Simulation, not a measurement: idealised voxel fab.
Documented hereafter: the process module known as voxel gate over fins.
In the cross-section labelled cut, the width is 195 nm and each square cell is 5 nm.
Notation: cross-section as square-cell grid; stated in bands, top first, going down; one or more cell rows per band. The entry gives the band's vertical extent as a top height and a bottom height in nm, then its horizontal make-up as materials from left to right, each with a width in nm. "empty" stands for empty space; a single material marked "all across" fills the band edge to edge. It should be noted that heights are counted from 0, beneath which the wafer as supplied is of one material throughout, and that the lowest band possesses no lower boundary but continues downward, as written in "0 -> down". A width given as "30 to 40" starts at the first number in the band's top row and ends at the second number in its bottom row, shifting by an equal amount at every step from row to row. Where the words "all unchanged" appear for a step, the cross-section shows no cell changed by that step; every cell remained as before. Reported under the label "Sealed cavities" are the empty spaces having no open way to the top and comprising 8 cells or more; the notation for each is width x height at distance, in which the distance is measured from the left edge and all three values are in nm. Read whatever lies past the settings on a step's line as the simulator's own remark about the step. overlay nm, on a step with a mask: how far to the right of its planned place the mask lay; to the left if negative.

[The following list gives the planned process steps]
1) RECEIVE, material Si
2) CONFORMAL_DEP, material SiN, thk nm 5
3) DIRECTIONAL_DEP, material aC, thk nm 15
4) PATTERN, tone cover, mask id FINS, material resist, width nm 15, pitch nm 50, thk nm 35, overlay nm 0
5) DIRECTIONAL_ETCH, etch materials aC, depth nm 15
6) STRIP, etch materials resist
7) DIRECTIONAL_ETCH, etch materials SiN, depth nm 5
8) DIRECTIONAL_ETCH, etch materials Si, depth nm 40
9) STRIP, etch materials aC
10) FILL_DEP, material SiO2, thk nm 15
11) CMP, height nm 5
12) DIRECTIONAL_DEP, material aC, thk nm 15
13) PATTERN, tone open, mask id RAIL, material resist, width nm 15, thk nm 30, overlay nm 0
14) DIRECTIONAL_ETCH, etch materials aC, depth nm 15
15) STRIP, etch materials resist
16) DIRECTIONAL_ETCH, etch materials SiO2, depth nm 40
17) STRIP, etch materials aC
18) CONFORMAL_DEP, material TiN, thk nm 5
19) FILL_DEP, material W, thk nm 5
20) CMP, height nm 5
21) SELECTIVE_ETCH, etch materials W Ru TiN, depth nm 25
22) FILL_DEP, material SiO2, thk nm 5
23) CMP, height nm 5
24) SELECTIVE_ETCH, etch materials SiO2, depth nm 15
25) STRIP, etch materials SiN
26) CONFORMAL_DEP, material HfO2, thk nm 5
27) CONFORMAL_DEP, material TiN, thk nm 5
28) CONFORMAL_DEP, material TiAl, thk nm 5
29) CONFORMAL_DEP, material TiN, thk nm 5
30) FILL_DEP, material W, thk nm 10
31) CMP, height nm 25
32) CONFORMAL_DEP, material SiN, thk nm 10

[Below: the first of two wafers, run as planned]

[As-received wafer cross-section (after step 1)]
    0 -> down | Si all across
    Sealed cavities: none

[Presented here is a cross-section of the wafer after step 2 has been performed]
    5 -> 0 | SiN all across
    No changes below 0.

[Presented here is a cross-section of the wafer after step 3 has been performed]
    20 -> 5 | aC all across
    No changes below 5.

[Presented here is a cross-section of the wafer after step 4 has been performed]
    55 -> 20 | 65 nm empty / 15 nm resist / 35 nm empty / 15 nm resist / 65 nm empty
    No changes below 20.

[Presented here is a cross-section of the wafer after step 5 has been performed]
    40 -> 20 | 65 nm empty / 15 nm resist / 35 nm empty / 15 nm resist / 65 nm empty
    20 -> 5 | 65 nm empty / 15 nm aC / 35 nm empty / 15 nm aC / 65 nm empty
    No changes below 5.

[Presented here is a cross-section of the wafer after step 6 has been performed]
    20 -> 5 | 65 nm empty / 15 nm aC / 35 nm empty / 15 nm aC / 65 nm empty
    No changes below 5.

[Presented here is a cross-section of the wafer after step 7 has been performed]
    20 -> 5 | 65 nm empty / 15 nm aC / 35 nm empty / 15 nm aC / 65 nm empty
    5 -> 0 | 65 nm empty / 15 nm SiN / 35 nm empty / 15 nm SiN / 65 nm empty
    No changes below 0.

[Presented here is a cross-section of the wafer after step 8 has been performed]
    20 -> 5 | 65 nm empty / 15 nm aC / 35 nm empty / 15 nm aC / 65 nm empty
    5 -> 0 | 65 nm empty / 15 nm SiN / 35 nm empty / 15 nm SiN / 65 nm empty
    0 -> -40 | 65 nm empty / 15 nm Si / 35 nm empty / 15 nm Si / 65 nm empty
    No changes below -40.

[Presented here is a cross-section of the wafer after step 9 has been performed]
    5 -> 0 | 65 nm empty / 15 nm SiN / 35 nm empty / 15 nm SiN / 65 nm empty
    No changes below 0.

[Presented here is a cross-section of the wafer after step 10 has been performed]
    20 -> 5 | SiO2 all across
    5 -> 0 | 65 nm SiO2 / 15 nm SiN / 35 nm SiO2 / 15 nm SiN / 65 nm SiO2
    0 -> -40 | 65 nm SiO2 / 15 nm Si / 35 nm SiO2 / 15 nm Si / 65 nm SiO2
    No changes below -40.

[Presented here is a cross-section of the wafer after step 11 has been performed]
    5 -> 0 | 65 nm SiO2 / 15 nm SiN / 35 nm SiO2 / 15 nm SiN / 65 nm SiO2
    No changes below 0.

[Presented here is a cross-section of the wafer after step 12 has been performed]
    20 -> 5 | aC all across
    No changes below 5.

[Presented here is a cross-section of the wafer after step 13 has been performed]
    50 -> 20 | 90 nm resist / 15 nm empty / 90 nm resist
    No changes below 20.

[Presented here is a cross-section of the wafer after step 14 has been performed]
    35 -> 20 | 90 nm resist / 15 nm empty / 90 nm resist
    20 -> 5 | 90 nm aC / 15 nm empty / 90 nm aC
    No changes below 5.

[Presented here is a cross-section of the wafer after step 15 has been performed]
    20 -> 5 | 90 nm aC / 15 nm empty / 90 nm aC
    No changes below 5.

[Presented here is a cross-section of the wafer after step 16 has been performed]
    20 -> 5 | 90 nm aC / 15 nm empty / 90 nm aC
    5 -> 0 | 65 nm SiO2 / 15 nm SiN / 10 nm SiO2 / 15 nm empty / 10 nm SiO2 / 15 nm SiN / 65 nm SiO2
    0 -> -35 | 65 nm SiO2 / 15 nm Si / 10 nm SiO2 / 15 nm empty / 10 nm SiO2 / 15 nm Si / 65 nm SiO2
    No changes below -35.

[Presented here is a cross-section of the wafer after step 17 has been performed]
    5 -> 0 | 65 nm SiO2 / 15 nm SiN / 10 nm SiO2 / 15 nm empty / 10 nm SiO2 / 15 nm SiN / 65 nm SiO2
    No changes below 0.

[Presented here is a cross-section of the wafer after step 18 has been performed]
    10 -> 5 | 95 nm TiN / 5 nm empty / 95 nm TiN
    5 -> 0 | 65 nm SiO2 / 15 nm SiN / 10 nm SiO2 / 5 nm TiN / 5 nm empty / 5 nm TiN / 10 nm SiO2 / 15 nm SiN / 65 nm SiO2
    0 -> -30 | 65 nm SiO2 / 15 nm Si / 10 nm SiO2 / 5 nm TiN / 5 nm empty / 5 nm TiN / 10 nm SiO2 / 15 nm Si / 65 nm SiO2
    -30 -> -35 | 65 nm SiO2 / 15 nm Si / 10 nm SiO2 / 15 nm TiN / 10 nm SiO2 / 15 nm Si / 65 nm SiO2
    No changes below -35.

[Presented here is a cross-section of the wafer after step 19 has been performed]
    15 -> 10 | W all across
    10 -> 5 | 95 nm TiN / 5 nm W / 95 nm TiN
    5 -> 0 | 65 nm SiO2 / 15 nm SiN / 10 nm SiO2 / 5 nm TiN / 5 nm W / 5 nm TiN / 10 nm SiO2 / 15 nm SiN / 65 nm SiO2
    0 -> -30 | 65 nm SiO2 / 15 nm Si / 10 nm SiO2 / 5 nm TiN / 5 nm W / 5 nm TiN / 10 nm SiO2 / 15 nm Si / 65 nm SiO2
    No changes below -30.

[Presented here is a cross-section of the wafer after step 20 has been performed]
    5 -> 0 | 65 nm SiO2 / 15 nm SiN / 10 nm SiO2 / 5 nm TiN / 5 nm W / 5 nm TiN / 10 nm SiO2 / 15 nm SiN / 65 nm SiO2
    No changes below 0.

[Presented here is a cross-section of the wafer after step 21 has been performed]
    5 -> 0 | 65 nm SiO2 / 15 nm SiN / 10 nm SiO2 / 15 nm empty / 10 nm SiO2 / 15 nm SiN / 65 nm SiO2
    0 -> -20 | 65 nm SiO2 / 15 nm Si / 10 nm SiO2 / 15 nm empty / 10 nm SiO2 / 15 nm Si / 65 nm SiO2
    No changes below -20.

[Presented here is a cross-section of the wafer after step 22 has been performed]
    10 -> 5 | SiO2 all across
    5 -> 0 | 65 nm SiO2 / 15 nm SiN / 35 nm SiO2 / 15 nm SiN / 65 nm SiO2
    0 -> -20 | 65 nm SiO2 / 15 nm Si / 35 nm SiO2 / 15 nm Si / 65 nm SiO2
    No changes below -20.

[Presented here is a cross-section of the wafer after step 23 has been performed]
    5 -> 0 | 65 nm SiO2 / 15 nm SiN / 35 nm SiO2 / 15 nm SiN / 65 nm SiO2
    No changes below 0.

[Presented here is a cross-section of the wafer after step 24 has been performed]
    5 -> 0 | 65 nm empty / 15 nm SiN / 35 nm empty / 15 nm SiN / 65 nm empty
    0 -> -10 | 65 nm empty / 15 nm Si / 35 nm empty / 15 nm Si / 65 nm empty
    No changes below -10.

[Presented here is a cross-section of the wafer after step 25 has been performed]
    0 -> -10 | 65 nm empty / 15 nm Si / 35 nm empty / 15 nm Si / 65 nm empty
    No changes below -10.

[Presented here is a cross-section of the wafer after step 26 has been performed]
    5 -> 0 | 60 nm empty / 25 nm HfO2 / 25 nm empty / 25 nm HfO2 / 60 nm empty
    0 -> -5 | 60 nm empty / 5 nm HfO2 / 15 nm Si / 5 nm HfO2 / 25 nm empty / 5 nm HfO2 / 15 nm Si / 5 nm HfO2 / 60 nm empty
    -5 -> -10 | 65 nm HfO2 / 15 nm Si / 35 nm HfO2 / 15 nm Si / 65 nm HfO2
    No changes below -10.

[Presented here is a cross-section of the wafer after step 27 has been performed]
    10 -> 5 | 55 nm empty / 35 nm TiN / 15 nm empty / 35 nm TiN / 55 nm empty
    5 -> 0 | 55 nm empty / 5 nm TiN / 25 nm HfO2 / 5 nm TiN / 15 nm empty / 5 nm TiN / 25 nm HfO2 / 5 nm TiN / 55 nm empty
    0 -> -5 | 60 nm TiN / 5 nm HfO2 / 15 nm Si / 5 nm HfO2 / 25 nm TiN / 5 nm HfO2 / 15 nm Si / 5 nm HfO2 / 60 nm TiN
    No changes below -5.

[Presented here is a cross-section of the wafer after step 28 has been performed]
    15 -> 10 | 50 nm empty / 45 nm TiAl / 5 nm empty / 45 nm TiAl / 50 nm empty
    10 -> 5 | 50 nm empty / 5 nm TiAl / 35 nm TiN / 5 nm TiAl / 5 nm empty / 5 nm TiAl / 35 nm TiN / 5 nm TiAl / 50 nm empty
    5 -> 0 | 55 nm TiAl / 5 nm TiN / 25 nm HfO2 / 5 nm TiN / 15 nm TiAl / 5 nm TiN / 25 nm HfO2 / 5 nm TiN / 55 nm TiAl
    No changes below 0.

[Presented here is a cross-section of the wafer after step 29 has been performed]
    20 -> 15 | 45 nm empty / 105 nm TiN / 45 nm empty
    15 -> 10 | 45 nm empty / 5 nm TiN / 45 nm TiAl / 5 nm TiN / 45 nm TiAl / 5 nm TiN / 45 nm empty
    10 -> 5 | 50 nm TiN / 5 nm TiAl / 35 nm TiN / 5 nm TiAl / 5 nm TiN / 5 nm TiAl / 35 nm TiN / 5 nm TiAl / 50 nm TiN
    No changes below 5.

[Presented here is a cross-section of the wafer after step 30 has been performed]
    30 -> 20 | W all across
    20 -> 15 | 45 nm W / 105 nm TiN / 45 nm W
    15 -> 10 | 45 nm W / 5 nm TiN / 45 nm TiAl / 5 nm TiN / 45 nm TiAl / 5 nm TiN / 45 nm W
    No changes below 10.

[Presented here is a cross-section of the wafer after step 31 has been performed]
    25 -> 20 | W all across
    No changes below 20.

[Presented here is a cross-section of the wafer after step 32 has been performed]
    35 -> 25 | SiN all across
    No changes below 25.

[It is to be noted that the second wafer proceeded from the same initial state and according to the same plan as the first, although one mistake was committed in its execution; through step 3, inclusive, the two wafers share an identical history]

[Cross-sectional representation of the second wafer at the time designated in the plan for the completion of step 4]
    55 -> 20 | 75 nm empty / 15 nm resist / 35 nm empty / 15 nm resist / 55 nm empty
    No changes below 20.

[Cross-sectional representation of the second wafer at the time designated in the plan for the completion of step 5]
    40 -> 20 | 75 nm empty / 15 nm resist / 35 nm empty / 15 nm resist / 55 nm empty
    20 -> 5 | 75 nm empty / 15 nm aC / 35 nm empty / 15 nm aC / 55 nm empty
    No changes below 5.

[Cross-sectional representation of the second wafer at the time designated in the plan for the completion of step 6]
    20 -> 5 | 75 nm empty / 15 nm aC / 35 nm empty / 15 nm aC / 55 nm empty
    No changes below 5.

[Cross-sectional representation of the second wafer at the time designated in the plan for the completion of step 7]
    20 -> 5 | 75 nm empty / 15 nm aC / 35 nm empty / 15 nm aC / 55 nm empty
    5 -> 0 | 75 nm empty / 15 nm SiN / 35 nm empty / 15 nm SiN / 55 nm empty
    No changes below 0.

[Cross-sectional representation of the second wafer at the time designated in the plan for the completion of step 8]
    20 -> 5 | 75 nm empty / 15 nm aC / 35 nm empty / 15 nm aC / 55 nm empty
    5 -> 0 | 75 nm empty / 15 nm SiN / 35 nm empty / 15 nm SiN / 55 nm empty
    0 -> -40 | 75 nm empty / 15 nm Si / 35 nm empty / 15 nm Si / 55 nm empty
    No changes below -40.

[Cross-sectional representation of the second wafer at the time designated in the plan for the completion of step 9]
    5 -> 0 | 75 nm empty / 15 nm SiN / 35 nm empty / 15 nm SiN / 55 nm empty
    No changes below 0.

[Cross-sectional representation of the second wafer at the time designated in the plan for the completion of step 10]
    20 -> 5 | SiO2 all across
    5 -> 0 | 75 nm SiO2 / 15 nm SiN / 35 nm SiO2 / 15 nm SiN / 55 nm SiO2
    0 -> -40 | 75 nm SiO2 / 15 nm Si / 35 nm SiO2 / 15 nm Si / 55 nm SiO2
    No changes below -40.

[Cross-sectional representation of the second wafer at the time designated in the plan for the completion of step 11]
    5 -> 0 | 75 nm SiO2 / 15 nm SiN / 35 nm SiO2 / 15 nm SiN / 55 nm SiO2
    No changes below 0.

[Cross-sectional representation of the second wafer at the time designated in the plan for the completion of step 12]
    20 -> 5 | aC all across
    No changes below 5.

[Cross-sectional representation of the second wafer at the time designated in the plan for the completion of step 13]
    50 -> 20 | 90 nm resist / 15 nm empty / 90 nm resist
    No changes below 20.

[Cross-sectional representation of the second wafer at the time designated in the plan for the completion of step 14]
    35 -> 20 | 90 nm resist / 15 nm empty / 90 nm resist
    20 -> 5 | 90 nm aC / 15 nm empty / 90 nm aC
    No changes below 5.

[Cross-sectional representation of the second wafer at the time designated in the plan for the completion of step 15]
    20 -> 5 | 90 nm aC / 15 nm empty / 90 nm aC
    No changes below 5.

[Cross-sectional representation of the second wafer at the time designated in the plan for the completion of step 16]
    20 -> 5 | 90 nm aC / 15 nm empty / 90 nm aC
    5 -> 0 | 75 nm SiO2 / 15 nm SiN / 15 nm empty / 20 nm SiO2 / 15 nm SiN / 55 nm SiO2
    0 -> -35 | 75 nm SiO2 / 15 nm Si / 15 nm empty / 20 nm SiO2 / 15 nm Si / 55 nm SiO2
    No changes below -35.

[Cross-sectional representation of the second wafer at the time designated in the plan for the completion of step 17]
    5 -> 0 | 75 nm SiO2 / 15 nm SiN / 15 nm empty / 20 nm SiO2 / 15 nm SiN / 55 nm SiO2
    No changes below 0.

[Cross-sectional representation of the second wafer at the time designated in the plan for the completion of step 18]
    10 -> 5 | 95 nm TiN / 5 nm empty / 95 nm TiN
    5 -> 0 | 75 nm SiO2 / 15 nm SiN / 5 nm TiN / 5 nm empty / 5 nm TiN / 20 nm SiO2 / 15 nm SiN / 55 nm SiO2
    0 -> -30 | 75 nm SiO2 / 15 nm Si / 5 nm TiN / 5 nm empty / 5 nm TiN / 20 nm SiO2 / 15 nm Si / 55 nm SiO2
    -30 -> -35 | 75 nm SiO2 / 15 nm Si / 15 nm TiN / 20 nm SiO2 / 15 nm Si / 55 nm SiO2
    No changes below -35.

[Cross-sectional representation of the second wafer at the time designated in the plan for the completion of step 19]
    15 -> 10 | W all across
    10 -> 5 | 95 nm TiN / 5 nm W / 95 nm TiN
    5 -> 0 | 75 nm SiO2 / 15 nm SiN / 5 nm TiN / 5 nm W / 5 nm TiN / 20 nm SiO2 / 15 nm SiN / 55 nm SiO2
    0 -> -30 | 75 nm SiO2 / 15 nm Si / 5 nm TiN / 5 nm W / 5 nm TiN / 20 nm SiO2 / 15 nm Si / 55 nm SiO2
    No changes below -30.

[Cross-sectional representation of the second wafer at the time designated in the plan for the completion of step 20]
    5 -> 0 | 75 nm SiO2 / 15 nm SiN / 5 nm TiN / 5 nm W / 5 nm TiN / 20 nm SiO2 / 15 nm SiN / 55 nm SiO2
    No changes below 0.

[Cross-sectional representation of the second wafer at the time designated in the plan for the completion of step 21]
    5 -> 0 | 75 nm SiO2 / 15 nm SiN / 15 nm empty / 20 nm SiO2 / 15 nm SiN / 55 nm SiO2
    0 -> -20 | 75 nm SiO2 / 15 nm Si / 15 nm empty / 20 nm SiO2 / 15 nm Si / 55 nm SiO2
    No changes below -20.

[Cross-sectional representation of the second wafer at the time designated in the plan for the completion of step 22]
    10 -> 5 | SiO2 all across
    5 -> 0 | 75 nm SiO2 / 15 nm SiN / 35 nm SiO2 / 15 nm SiN / 55 nm SiO2
    0 -> -20 | 75 nm SiO2 / 15 nm Si / 35 nm SiO2 / 15 nm Si / 55 nm SiO2
    No changes below -20.

[Cross-sectional representation of the second wafer at the time designated in the plan for the completion of step 23]
    5 -> 0 | 75 nm SiO2 / 15 nm SiN / 35 nm SiO2 / 15 nm SiN / 55 nm SiO2
    No changes below 0.

[Cross-sectional representation of the second wafer at the time designated in the plan for the completion of step 24]
    5 -> 0 | 75 nm empty / 15 nm SiN / 35 nm empty / 15 nm SiN / 55 nm empty
    0 -> -10 | 75 nm empty / 15 nm Si / 35 nm empty / 15 nm Si / 55 nm empty
    No changes below -10.

[Cross-sectional representation of the second wafer at the time designated in the plan for the completion of step 25]
    0 -> -10 | 75 nm empty / 15 nm Si / 35 nm empty / 15 nm Si / 55 nm empty
    No changes below -10.

[Cross-sectional representation of the second wafer at the time designated in the plan for the completion of step 26]
    5 -> 0 | 70 nm empty / 25 nm HfO2 / 25 nm empty / 25 nm HfO2 / 50 nm empty
    0 -> -5 | 70 nm empty / 5 nm HfO2 / 15 nm Si / 5 nm HfO2 / 25 nm empty / 5 nm HfO2 / 15 nm Si / 5 nm HfO2 / 50 nm empty
    -5 -> -10 | 75 nm HfO2 / 15 nm Si / 35 nm HfO2 / 15 nm Si / 55 nm HfO2
    No changes below -10.

[Cross-sectional representation of the second wafer at the time designated in the plan for the completion of step 27]
    10 -> 5 | 65 nm empty / 35 nm TiN / 15 nm empty / 35 nm TiN / 45 nm empty
    5 -> 0 | 65 nm empty / 5 nm TiN / 25 nm HfO2 / 5 nm TiN / 15 nm empty / 5 nm TiN / 25 nm HfO2 / 5 nm TiN / 45 nm empty
    0 -> -5 | 70 nm TiN / 5 nm HfO2 / 15 nm Si / 5 nm HfO2 / 25 nm TiN / 5 nm HfO2 / 15 nm Si / 5 nm HfO2 / 50 nm TiN
    No changes below -5.

[Cross-sectional representation of the second wafer at the time designated in the plan for the completion of step 28]
    15 -> 10 | 60 nm empty / 45 nm TiAl / 5 nm empty / 45 nm TiAl / 40 nm empty
    10 -> 5 | 60 nm empty / 5 nm TiAl / 35 nm TiN / 5 nm TiAl / 5 nm empty / 5 nm TiAl / 35 nm TiN / 5 nm TiAl / 40 nm empty
    5 -> 0 | 65 nm TiAl / 5 nm TiN / 25 nm HfO2 / 5 nm TiN / 15 nm TiAl / 5 nm TiN / 25 nm HfO2 / 5 nm TiN / 45 nm TiAl
    No changes below 0.

[Cross-sectional representation of the second wafer at the time designated in the plan for the completion of step 29]
    20 -> 15 | 55 nm empty / 105 nm TiN / 35 nm empty
    15 -> 10 | 55 nm empty / 5 nm TiN / 45 nm TiAl / 5 nm TiN / 45 nm TiAl / 5 nm TiN / 35 nm empty
    10 -> 5 | 60 nm TiN / 5 nm TiAl / 35 nm TiN / 5 nm TiAl / 5 nm TiN / 5 nm TiAl / 35 nm TiN / 5 nm TiAl / 40 nm TiN
    No changes below 5.

[Cross-sectional representation of the second wafer at the time designated in the plan for the completion of step 30]
    30 -> 20 | W all across
    20 -> 15 | 55 nm W / 105 nm TiN / 35 nm W
    15 -> 10 | 55 nm W / 5 nm TiN / 45 nm TiAl / 5 nm TiN / 45 nm TiAl / 5 nm TiN / 35 nm W
    No changes below 10.

[Cross-sectional representation of the second wafer at the time designated in the plan for the completion of step 31]
    25 -> 20 | W all across
    No changes below 20.

[Cross-sectional representation of the second wafer at the time designated in the plan for the completion of step 32]
    35 -> 25 | SiN all across
    No changes below 25.
Here's what went sideways: step 4 was processed under conditions differing from the plan, specifically as PATTERN, tone cover, mask id FINS, material resist, width nm 15, pitch nm 50, thk nm 35, overlay nm 10
At the close, every material occupies the same number of cells on the second wafer as on the first, only in different positions.
